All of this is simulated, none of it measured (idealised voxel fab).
This is a process module. Its name is voxel wiring stack.
FYI the section here is cut, 180 nm wide, cells are 5 nm squares.
Cross-section layout: square cells on a grid; listed as bands, top to bottom; a band spans one or more cell rows.
Per band: top height and bottom height in nm, followed by the left-to-right materials and their widths in nm; "edge to edge" marks a single material spanning edge to edge, "air" marks empty space.
Measure heights from 0. That's the level where, below it, the as-received wafer is all one material. The lowest band is bottomless and extends downward; write it as in "z 0 and below".
Width: "30..40" (first number = top row, second number = bottom row, same change from row to row of cells).
Basically "nothing changed" means that step didn't change any cell in the cross-section.
Any empty space of 8 cells or more lacking an open way to the top shows up in "Enclosed internal cavities" as width x height at distance, distance from the left edge, in nm.
It should be noted that, on the line of a given step, the content following the step's settings is a remark produced by the simulator itself with respect to that step.
overlay nm: how far to the right of its planned place the mask lay on this masked step (negative: to the left).

Set out below are the planned steps of the process:
- 1: RECEIVE with material Si
- 2: CONFORMAL_DEP with material SiO2, thk nm 10
- 3: DIRECTIONAL_DEP with material TiN, thk nm 5
- 4: DIRECTIONAL_DEP with material W, thk nm 20
- 5: MASKED_ETCH with tone cover, mask id METAL_1, width nm 25, pitch nm 45, etch materials W, depth nm 20, overlay nm 0
- 6: MASKED_ETCH with tone cover, mask id METAL_1, width nm 25, pitch nm 45, etch materials TiN, depth nm 5, overlay nm 0
- 7: FILL_DEP with material SiO2, thk nm 5
- 8: CMP with height nm 35
- 9: CONFORMAL_DEP with material SiCN, thk nm 5
- 10: DIRECTIONAL_DEP with material lowk, thk nm 25
- 11: DIRECTIONAL_DEP with material aC, thk nm 15
- 12: PATTERN with tone open, mask id METAL_2_HOLES, material resist, width nm 15, pitch nm 45, thk nm 30, overlay nm 0
- 13: DIRECTIONAL_ETCH with etch materials aC, depth nm 15
- 14: STRIP with etch materials resist
- 15: DIRECTIONAL_ETCH with etch materials lowk, depth nm 25
- 16: STRIP with etch materials aC
- 17: PATTERN with tone open, mask id METAL_2, material resist, width nm 25, pitch nm 45, thk nm 15, overlay nm 0
- 18: DIRECTIONAL_ETCH with etch materials lowk, depth nm 15
- 19: DIRECTIONAL_ETCH with etch materials SiCN, depth nm 5
- 20: STRIP with etch materials resist
- 21: CONFORMAL_DEP with material TiN, thk nm 5
- 22: FILL_DEP with material Cu, thk nm 10
- 23: CMP with height nm 65
- 24: CONFORMAL_DEP with material SiCN, thk nm 5
- 25: DIRECTIONAL_DEP with material SiO2, thk nm 25
- 26: MASKED_ETCH with tone open, mask id METAL_3_HOLES, width nm 15, pitch nm 45, etch materials SiO2, depth nm 25, overlay nm 0
- 27: DIRECTIONAL_DEP with material aC, thk nm 15
- 28: PATTERN with tone open, mask id METAL_3, material resist, width nm 25, pitch nm 45, thk nm 30, overlay nm 0
- 29: DIRECTIONAL_ETCH with etch materials aC, depth nm 15
- 30: STRIP with etch materials resist
- 31: DIRECTIONAL_ETCH with etch materials SiO2, depth nm 15
- 32: DIRECTIONAL_ETCH with etch materials SiCN, depth nm 5
- 33: STRIP with etch materials aC
- 34: CONFORMAL_DEP with material TiN, thk nm 5
- 35: FILL_DEP with material Cu, thk nm 5
- 36: CMP with height nm 95
- 37: CONFORMAL_DEP with material SiCN, thk nm 5

First of two wafers, processed according to plan:

As received (post step 1): cross-section:
* z 0 and below = Si edge to edge
* Enclosed internal cavities: none

Presented here is a cross-section of the wafer after step 2 has been performed:
* z 10 to 0 = SiO2 edge to edge
* No changes below 0.

Presented here is a cross-section of the wafer after step 3 has been performed:
* z 15 to 10 = TiN edge to edge
* No changes below 10.

Presented here is a cross-section of the wafer after step 4 has been performed:
* z 35 to 15 = W edge to edge
* No changes below 15.

Presented here is a cross-section of the wafer after step 5 has been performed:
* z 35 to 15 = air 55, W 25, air 20, W 25, air 55
* No changes below 15.

Presented here is a cross-section of the wafer after step 6 has been performed:
* z 35 to 15 = air 55, W 25, air 20, W 25, air 55
* z 15 to 10 = air 55, TiN 25, air 20, TiN 25, air 55
* No changes below 10.

Presented here is a cross-section of the wafer after step 7 has been performed:
* z 40 to 35 = SiO2 edge to edge
* z 35 to 15 = SiO2 55, W 25, SiO2 20, W 25, SiO2 55
* z 15 to 10 = SiO2 55, TiN 25, SiO2 20, TiN 25, SiO2 55
* No changes below 10.

Presented here is a cross-section of the wafer after step 8 has been performed:
* z 35 to 15 = SiO2 55, W 25, SiO2 20, W 25, SiO2 55
* No changes below 15.

Presented here is a cross-section of the wafer after step 9 has been performed:
* z 40 to 35 = SiCN edge to edge
* No changes below 35.

Presented here is a cross-section of the wafer after step 10 has been performed:
* z 65 to 40 = lowk edge to edge
* No changes below 40.

Presented here is a cross-section of the wafer after step 11 has been performed:
* z 80 to 65 = aC edge to edge
* No changes below 65.

Presented here is a cross-section of the wafer after step 12 has been performed:
* z 110 to 80 = resist 55, air 15, resist 30, air 15, resist 65
* No changes below 80.

Presented here is a cross-section of the wafer after step 13 has been performed:
* z 95 to 80 = resist 55, air 15, resist 30, air 15, resist 65
* z 80 to 65 = aC 55, air 15, aC 30, air 15, aC 65
* No changes below 65.

Presented here is a cross-section of the wafer after step 14 has been performed:
* z 80 to 65 = aC 55, air 15, aC 30, air 15, aC 65
* No changes below 65.

Presented here is a cross-section of the wafer after step 15 has been performed:
* z 80 to 65 = aC 55, air 15, aC 30, air 15, aC 65
* z 65 to 40 = lowk 55, air 15, lowk 30, air 15, lowk 65
* No changes below 40.

Presented here is a cross-section of the wafer after step 16 has been performed:
* z 65 to 40 = lowk 55, air 15, lowk 30, air 15, lowk 65
* No changes below 40.

Presented here is a cross-section of the wafer after step 17 has been performed:
* z 80 to 65 = resist 55, air 25, resist 20, air 25, resist 55
* No changes below 65.

Presented here is a cross-section of the wafer after step 18 has been performed:
* z 80 to 65 = resist 55, air 25, resist 20, air 25, resist 55
* z 65 to 50 = lowk 55, air 25, lowk 20, air 25, lowk 55
* No changes below 50.

Presented here is a cross-section of the wafer after step 19 has been performed:
* z 80 to 65 = resist 55, air 25, resist 20, air 25, resist 55
* z 65 to 50 = lowk 55, air 25, lowk 20, air 25, lowk 55
* z 50 to 40 = lowk 55, air 15, lowk 30, air 15, lowk 65
* z 40 to 35 = SiCN 55, air 15, SiCN 30, air 15, SiCN 65
* No changes below 35.

Presented here is a cross-section of the wafer after step 20 has been performed:
* z 65 to 50 = lowk 55, air 25, lowk 20, air 25, lowk 55
* No changes below 50.

Presented here is a cross-section of the wafer after step 21 has been performed:
* z 70 to 65 = TiN 60, air 15, TiN 30, air 15, TiN 60
* z 65 to 55 = lowk 55, TiN 5, air 15, TiN 5, lowk 20, TiN 5, air 15, TiN 5, lowk 55
* z 55 to 50 = lowk 55, TiN 5, air 5, TiN 15, lowk 20, TiN 5, air 5, TiN 15, lowk 55
* z 50 to 40 = lowk 55, TiN 5, air 5, TiN 5, lowk 30, TiN 5, air 5, TiN 5, lowk 65
* z 40 to 35 = SiCN 55, TiN 15, SiCN 30, TiN 15, SiCN 65
* No changes below 35.

Presented here is a cross-section of the wafer after step 22 has been performed:
* z 80 to 70 = Cu edge to edge
* z 70 to 65 = TiN 60, Cu 15, TiN 30, Cu 15, TiN 60
* z 65 to 55 = lowk 55, TiN 5, Cu 15, TiN 5, lowk 20, TiN 5, Cu 15, TiN 5, lowk 55
* z 55 to 50 = lowk 55, TiN 5, Cu 5, TiN 15, lowk 20, TiN 5, Cu 5, TiN 15, lowk 55
* z 50 to 40 = lowk 55, TiN 5, Cu 5, TiN 5, lowk 30, TiN 5, Cu 5, TiN 5, lowk 65
* No changes below 40.

Presented here is a cross-section of the wafer after step 23 has been performed:
* z 65 to 55 = lowk 55, TiN 5, Cu 15, TiN 5, lowk 20, TiN 5, Cu 15, TiN 5, lowk 55
* No changes below 55.

Presented here is a cross-section of the wafer after step 24 has been performed:
* z 70 to 65 = SiCN edge to edge
* No changes below 65.

Presented here is a cross-section of the wafer after step 25 has been performed:
* z 95 to 70 = SiO2 edge to edge
* No changes below 70.

Presented here is a cross-section of the wafer after step 26 has been performed:
* z 95 to 70 = SiO2 55, air 15, SiO2 30, air 15, SiO2 65
* No changes below 70.

Presented here is a cross-section of the wafer after step 27 has been performed:
* z 110 to 95 = aC 55, air 15, aC 30, air 15, aC 65
* z 95 to 85 = SiO2 55, air 15, SiO2 30, air 15, SiO2 65
* z 85 to 70 = SiO2 55, aC 15, SiO2 30, aC 15, SiO2 65
* No changes below 70.

Presented here is a cross-section of the wafer after step 28 has been performed:
* z 140 to 110 = resist 55, air 25, resist 20, air 25, resist 55
* No changes below 110.

Presented here is a cross-section of the wafer after step 29 has been performed:
* z 125 to 110 = resist 55, air 25, resist 20, air 25, resist 55
* z 110 to 95 = aC 55, air 25, aC 20, air 25, aC 55
* z 95 to 70 = SiO2 55, air 15, SiO2 30, air 15, SiO2 65
* No changes below 70.

Presented here is a cross-section of the wafer after step 30 has been performed:
* z 110 to 95 = aC 55, air 25, aC 20, air 25, aC 55
* No changes below 95.

Presented here is a cross-section of the wafer after step 31 has been performed:
* z 110 to 95 = aC 55, air 25, aC 20, air 25, aC 55
* z 95 to 80 = SiO2 55, air 25, SiO2 20, air 25, SiO2 55
* No changes below 80.

Presented here is a cross-section of the wafer after step 32 has been performed:
* z 110 to 95 = aC 55, air 25, aC 20, air 25, aC 55
* z 95 to 80 = SiO2 55, air 25, SiO2 20, air 25, SiO2 55
* z 80 to 70 = SiO2 55, air 15, SiO2 30, air 15, SiO2 65
* z 70 to 65 = SiCN 55, air 15, SiCN 30, air 15, SiCN 65
* No changes below 65.

Presented here is a cross-section of the wafer after step 33 has been performed:
* z 95 to 80 = SiO2 55, air 25, SiO2 20, air 25, SiO2 55
* No changes below 80.

Presented here is a cross-section of the wafer after step 34 has been performed:
* z 100 to 95 = TiN 60, air 15, TiN 30, air 15, TiN 60
* z 95 to 85 = SiO2 55, TiN 5, air 15, TiN 5, SiO2 20, TiN 5, air 15, TiN 5, SiO2 55
* z 85 to 80 = SiO2 55, TiN 5, air 5, TiN 15, SiO2 20, TiN 5, air 5, TiN 15, SiO2 55
* z 80 to 70 = SiO2 55, TiN 5, air 5, TiN 5, SiO2 30, TiN 5, air 5, TiN 5, SiO2 65
* z 70 to 65 = SiCN 55, TiN 15, SiCN 30, TiN 15, SiCN 65
* No changes below 65.

Presented here is a cross-section of the wafer after step 35 has been performed:
* z 105 to 100 = Cu edge to edge
* z 100 to 95 = TiN 60, Cu 15, TiN 30, Cu 15, TiN 60
* z 95 to 85 = SiO2 55, TiN 5, Cu 15, TiN 5, SiO2 20, TiN 5, Cu 15, TiN 5, SiO2 55
* z 85 to 80 = SiO2 55, TiN 5, Cu 5, TiN 15, SiO2 20, TiN 5, Cu 5, TiN 15, SiO2 55
* z 80 to 70 = SiO2 55, TiN 5, Cu 5, TiN 5, SiO2 30, TiN 5, Cu 5, TiN 5, SiO2 65
* No changes below 70.

Presented here is a cross-section of the wafer after step 36 has been performed:
* z 95 to 85 = SiO2 55, TiN 5, Cu 15, TiN 5, SiO2 20, TiN 5, Cu 15, TiN 5, SiO2 55
* No changes below 85.

Presented here is a cross-section of the wafer after step 37 has been performed:
* z 100 to 95 = SiCN edge to edge
* No changes below 95.

Second Wafer (Identical Start and Plan, One Processing Error; Matches First Wafer Through Step 24):

Cross-section of the second wafer when, according to plan, step 25 should have finished:
* z 120 to 70 = SiO2 edge to edge
* No changes below 70.

Cross-section of the second wafer when, according to plan, step 26 should have finished:
* z 120 to 95 = SiO2 55, air 15, SiO2 30, air 15, SiO2 65
* No changes below 95.

Cross-section of the second wafer when, according to plan, step 27 should have finished:
* z 135 to 120 = aC 55, air 15, aC 30, air 15, aC 65
* z 120 to 110 = SiO2 55, air 15, SiO2 30, air 15, SiO2 65
* z 110 to 95 = SiO2 55, aC 15, SiO2 30, aC 15, SiO2 65
* No changes below 95.

Cross-section of the second wafer when, according to plan, step 28 should have finished:
* z 165 to 135 = resist 55, air 25, resist 20, air 25, resist 55
* No changes below 135.

Cross-section of the second wafer when, according to plan, step 29 should have finished:
* z 150 to 135 = resist 55, air 25, resist 20, air 25, resist 55
* z 135 to 120 = aC 55, air 25, aC 20, air 25, aC 55
* z 120 to 95 = SiO2 55, air 15, SiO2 30, air 15, SiO2 65
* No changes below 95.

Cross-section of the second wafer when, according to plan, step 30 should have finished:
* z 135 to 120 = aC 55, air 25, aC 20, air 25, aC 55
* No changes below 120.

Cross-section of the second wafer when, according to plan, step 31 should have finished:
* z 135 to 120 = aC 55, air 25, aC 20, air 25, aC 55
* z 120 to 105 = SiO2 55, air 25, SiO2 20, air 25, SiO2 55
* z 105 to 80 = SiO2 55, air 15, SiO2 30, air 15, SiO2 65
* No changes below 80.

Cross-section of the second wafer when, according to plan, step 32 should have finished: nothing changed

Cross-section of the second wafer when, according to plan, step 33 should have finished:
* z 120 to 105 = SiO2 55, air 25, SiO2 20, air 25, SiO2 55
* No changes below 105.

Cross-section of the second wafer when, according to plan, step 34 should have finished:
* z 125 to 120 = TiN 60, air 15, TiN 30, air 15, TiN 60
* z 120 to 110 = SiO2 55, TiN 5, air 15, TiN 5, SiO2 20, TiN 5, air 15, TiN 5, SiO2 55
* z 110 to 105 = SiO2 55, TiN 5, air 5, TiN 15, SiO2 20, TiN 5, air 5, TiN 15, SiO2 55
* z 105 to 85 = SiO2 55, TiN 5, air 5, TiN 5, SiO2 30, TiN 5, air 5, TiN 5, SiO2 65
* z 85 to 80 = SiO2 55, TiN 15, SiO2 30, TiN 15, SiO2 65
* No changes below 80.

Cross-section of the second wafer when, according to plan, step 35 should have finished:
* z 130 to 125 = Cu edge to edge
* z 125 to 120 = TiN 60, Cu 15, TiN 30, Cu 15, TiN 60
* z 120 to 110 = SiO2 55, TiN 5, Cu 15, TiN 5, SiO2 20, TiN 5, Cu 15, TiN 5, SiO2 55
* z 110 to 105 = SiO2 55, TiN 5, Cu 5, TiN 15, SiO2 20, TiN 5, Cu 5, TiN 15, SiO2 55
* z 105 to 85 = SiO2 55, TiN 5, Cu 5, TiN 5, SiO2 30, TiN 5, Cu 5, TiN 5, SiO2 65
* No changes below 85.

Cross-section of the second wafer when, according to plan, step 36 should have finished:
* z 95 to 85 = SiO2 55, TiN 5, Cu 5, TiN 5, SiO2 30, TiN 5, Cu 5, TiN 5, SiO2 65
* No changes below 85.

Cross-section of the second wafer when, according to plan, step 37 should have finished:
* z 100 to 95 = SiCN edge to edge
* No changes below 95.
What broke from the plan during processing? step 25 of the plan was twice carried out
Counted in cells at the end, the second wafer holds more or fewer of these materials than the first: Cu: 14 fewer | SiCN: 6 more | SiO2: 24 more | TiN: 16 fewer
